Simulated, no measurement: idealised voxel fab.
Process module, titled voxel capacitor over wiring
Square cell edge 5 nm, section width 205 nm, ID cut.
Cross-sections here: square-cell grids, written as top-down lists of bands, a band being one or more rows of cells. In this notation a band is specified by the heights of its top and bottom, in that order and in nm, after which its materials appear from left to right, each paired with its width in nm. The word "edge to edge" attached to a single material means that material fills the band from edge to edge; the word "blank" stands for empty space. All heights in this document are referenced to 0, defined as the level beneath which the wafer, as received, consists entirely of one material. The lowest band is not bounded below; it extends indefinitely downward and is written in the form "0 nm and below". It should be noted that a width expressed as "30 to 40" varies in equal increments from row to row of cells within the band, taking the value of the first number at the top row and that of the second number at the bottom row. You'll sometimes find "nothing different" written for a step, and that's the way of saying that nowhere in the cross-section did a cell change during that step. Reported under the label "closed voids" are the empty spaces having no open way to the top and comprising 8 cells or more; the notation for each is width x height at distance, in which the distance is measured from the left edge and all three values are in nm. Step line, after settings: the simulator's comment on this step. Regarding "overlay nm": on a step with a mask, it is the distance the mask lay to the right of its planned place; a negative value places it to the left.
-- Here's what the planned process steps look like
| 1 | RECEIVE,material Si |
| 2 | CONFORMAL_DEP,material SiO2,thk nm 10 |
| 3 | DIRECTIONAL_DEP,material TiN,thk nm 5 |
| 4 | DIRECTIONAL_DEP,material Ru,thk nm 20 |
| 5 | DIRECTIONAL_DEP,material aC,thk nm 10 |
| 6 | PATTERN,tone cover,mask id METAL_1,material resist,width nm 30,pitch nm 90,thk nm 30,overlay nm 0 |
| 7 | DIRECTIONAL_ETCH,etch materials aC,depth nm 10 |
| 8 | STRIP,etch materials resist |
| 9 | DIRECTIONAL_ETCH,etch materials Ru,depth nm 20 |
| 10 | DIRECTIONAL_ETCH,etch materials TiN,depth nm 5 |
| 11 | STRIP,etch materials aC |
| 12 | FILL_DEP,material lowk,thk nm 10 |
| 13 | CMP,height nm 35 |
| 14 | CONFORMAL_DEP,material SiCN,thk nm 5 |
| 15 | DIRECTIONAL_DEP,material lowk,thk nm 15 |
| 16 | DIRECTIONAL_DEP,material aC,thk nm 10 |
| 17 | PATTERN,tone open,mask id PLUG_1,material resist,width nm 15,thk nm 30,overlay nm 0 |
| 18 | DIRECTIONAL_ETCH,etch materials aC,depth nm 10 |
| 19 | STRIP,etch materials resist |
| 20 | DIRECTIONAL_ETCH,etch materials lowk,depth nm 15 |
| 21 | DIRECTIONAL_ETCH,etch materials SiCN,depth nm 5 |
| 22 | STRIP,etch materials aC |
| 23 | EPI,material Ru,thk nm 10 |
| 24 | EPI,material Ru,thk nm 10 |
| 25 | DIRECTIONAL_DEP,material TiN,thk nm 10 |
| 26 | DIRECTIONAL_DEP,material HfO2,thk nm 5 |
| 27 | DIRECTIONAL_DEP,material TiN,thk nm 5 |
| 28 | DIRECTIONAL_DEP,material aC,thk nm 10 |
| 29 | PATTERN,tone cover,mask id UPPER_PLATE,material resist,width nm 65,thk nm 30,overlay nm 0 |
| 30 | DIRECTIONAL_ETCH,etch materials aC,depth nm 10 |
| 31 | STRIP,etch materials resist |
| 32 | DIRECTIONAL_ETCH,etch materials TiN,depth nm 5 |
| 33 | DIRECTIONAL_ETCH,etch materials HfO2,depth nm 5 |
| 34 | STRIP,etch materials aC |
| 35 | PATTERN,tone cover,mask id LOWER_PLATE,material resist,width nm 75,thk nm 20,overlay nm 0 |
| 36 | DIRECTIONAL_ETCH,etch materials TiN,depth nm 10 |
| 37 | STRIP,etch materials resist |
| 38 | FILL_DEP,material SiO2,thk nm 15 |
| 39 | CMP,height nm 85 |
| 40 | PATTERN,tone open,mask id PLUG_2,material resist,width nm 15,thk nm 15,overlay nm 0 |
| 41 | DIRECTIONAL_ETCH,etch materials SiO2,depth nm 10 |
| 42 | STRIP,etch materials resist |
| 43 | CONFORMAL_DEP,material TiN,thk nm 5 |
| 44 | FILL_DEP,material Cu,thk nm 10 |
| 45 | CMP,height nm 85 |
| 46 | CONFORMAL_DEP,material SiCN,thk nm 5 |
-- Incoming wafer in cross-section (state: after step 1)
0 nm and below: Si edge to edge
closed voids: none
-- The plan above was carried out on the starting structure above with one mistake, and this cross-section shows the wafer at the end of the module
90 nm to 85 nm: SiCN edge to edge
85 nm to 80 nm: 65 nm SiO2, then 5 nm TiN, then 5 nm Cu, then 5 nm TiN, then 125 nm SiO2
80 nm to 75 nm: 65 nm SiO2, then 15 nm TiN, then 125 nm SiO2
75 nm to 70 nm: SiO2 edge to edge
70 nm to 65 nm: 55 nm SiO2, then 65 nm TiN, then 85 nm SiO2
65 nm to 60 nm: 55 nm SiO2, then 65 nm HfO2, then 85 nm SiO2
60 nm to 55 nm: 50 nm SiO2, then 75 nm TiN, then 80 nm SiO2
55 nm to 40 nm: 55 nm lowk, then 15 nm Ru, then 135 nm lowk
40 nm to 35 nm: 55 nm SiCN, then 15 nm Ru, then 135 nm SiCN
35 nm to 15 nm: 40 nm lowk, then 30 nm Ru, then 60 nm lowk, then 30 nm Ru, then 45 nm lowk
15 nm to 10 nm: 40 nm lowk, then 30 nm TiN, then 60 nm lowk, then 30 nm TiN, then 45 nm lowk
10 nm to 0 nm: SiO2 edge to edge
0 nm and below: Si edge to edge
closed voids: none
Deviation from plan: step 25 ran as: DIRECTIONAL_DEP,material TiN,thk nm 5
